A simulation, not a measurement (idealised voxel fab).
The document below concerns the process module designated voxel trench capacitor.
Xsec cut, 255 nm wide, square cell size 5 nm.
Each cross-section below is a grid of square cells, stated as bands in top-down order, with one or more rows of cells making up each band. Heights first: top, then bottom, in nm. Then materials, left to right, each with a width in nm. "everywhere" on a single material: fills the band edge to edge. "air": empty space. Height reference: 0 = level under which incoming wafer is all one material. Lowest band: no bottom, runs on downward, e.g. "0 -> down". Quick explanation for "30->40": the width changes in equal steps down the rows of cells, from the first number in the band's top row to the second number in its bottom row. You'll sometimes find "nothing different" written for a step, and that's the way of saying that nowhere in the cross-section did a cell change during that step. Voids not open to the top, 8 cells minimum: see "Sealed internal voids". Written width x height at distance; distance is from the left edge; nm. Where a step's line continues beyond its settings, the continuation is a remark by the simulator itself on that step. The setting "overlay nm" may be written on the line of a step. When the step uses a mask, the value reports how far to the right of the planned place the mask lay, and a negative value reports that it lay to the left.
[Planned step list for the process]
1: op RECEIVE | material Si
2: op CONFORMAL_DEP | material SiN | thk nm 10
3: op DIRECTIONAL_DEP | material aC | thk nm 15
4: op PATTERN | tone open | mask id TRENCH | material resist | width nm 15 | pitch nm 45 | thk nm 30 | overlay nm 0
5: op DIRECTIONAL_ETCH | etch materials aC | depth nm 15
6: op STRIP | etch materials resist
7: op DIRECTIONAL_ETCH | etch materials SiN | depth nm 10
8: op DIRECTIONAL_ETCH | etch materials Si | depth nm 30
9: op STRIP | etch materials aC
10: op CONFORMAL_DEP | material SiO2 | thk nm 5
11: op FILL_DEP | material polySi | thk nm 10
12: op CMP | height nm 10
Split variable: width nm, step 4. Plan value = first wafer. Wafers start alike.
[First wafer of several, as received: cross-section after step 1]
    0 -> down: Si everywhere
    Sealed internal voids: none
[Cross-section, first of several wafers, end of module, after last step 12]
    10 -> 0: SiN (55) / SiO2 (5) / polySi (5) / SiO2 (5) / SiN (30) / SiO2 (5) / polySi (5) / SiO2 (5) / SiN (30) / SiO2 (5) / polySi (5) / SiO2 (5) / SiN (30) / SiO2 (5) / polySi (5) / SiO2 (5) / SiN (50)
    0 -> -25: Si (55) / SiO2 (5) / polySi (5) / SiO2 (5) / Si (30) / SiO2 (5) / polySi (5) / SiO2 (5) / Si (30) / SiO2 (5) / polySi (5) / SiO2 (5) / Si (30) / SiO2 (5) / polySi (5) / SiO2 (5) / Si (50)
    -25 -> -30: Si (55) / SiO2 (15) / Si (30) / SiO2 (15) / Si (30) / SiO2 (15) / Si (30) / SiO2 (15) / Si (50)
    -30 -> down: Si everywhere
    Sealed internal voids: none
[The module's end: a cross-section of the last wafer]
    10 -> 0: SiN (45) / SiO2 (5) / polySi (20) / SiO2 (5) / SiN (15) / SiO2 (5) / polySi (20) / SiO2 (5) / SiN (15) / SiO2 (5) / polySi (20) / SiO2 (5) / SiN (15) / SiO2 (5) / polySi (20) / SiO2 (5) / SiN (45)
    0 -> -25: Si (45) / SiO2 (5) / polySi (20) / SiO2 (5) / Si (15) / SiO2 (5) / polySi (20) / SiO2 (5) / Si (15) / SiO2 (5) / polySi (20) / SiO2 (5) / Si (15) / SiO2 (5) / polySi (20) / SiO2 (5) / Si (45)
    -25 -> -30: Si (45) / SiO2 (30) / Si (15) / SiO2 (30) / Si (15) / SiO2 (30) / Si (15) / SiO2 (30) / Si (45)
    -30 -> down: Si everywhere
    Sealed internal voids: none
[Wafer rows, end of module: cells per material gained (+) or lost (-) since receipt; closed voids last]
width nm 15, -72 Si, +78 SiN, +68 SiO2, +28 polySi, Sealed internal voids: none
width nm 20, -96 Si, +70 SiN, +72 SiO2, +56 polySi, Sealed internal voids: none
width nm 25, -120 Si, +62 SiN, +76 SiO2, +84 polySi, Sealed internal voids: none
width nm 30, -144 Si, +54 SiN, +80 SiO2, +112 polySi, Sealed internal voids: none
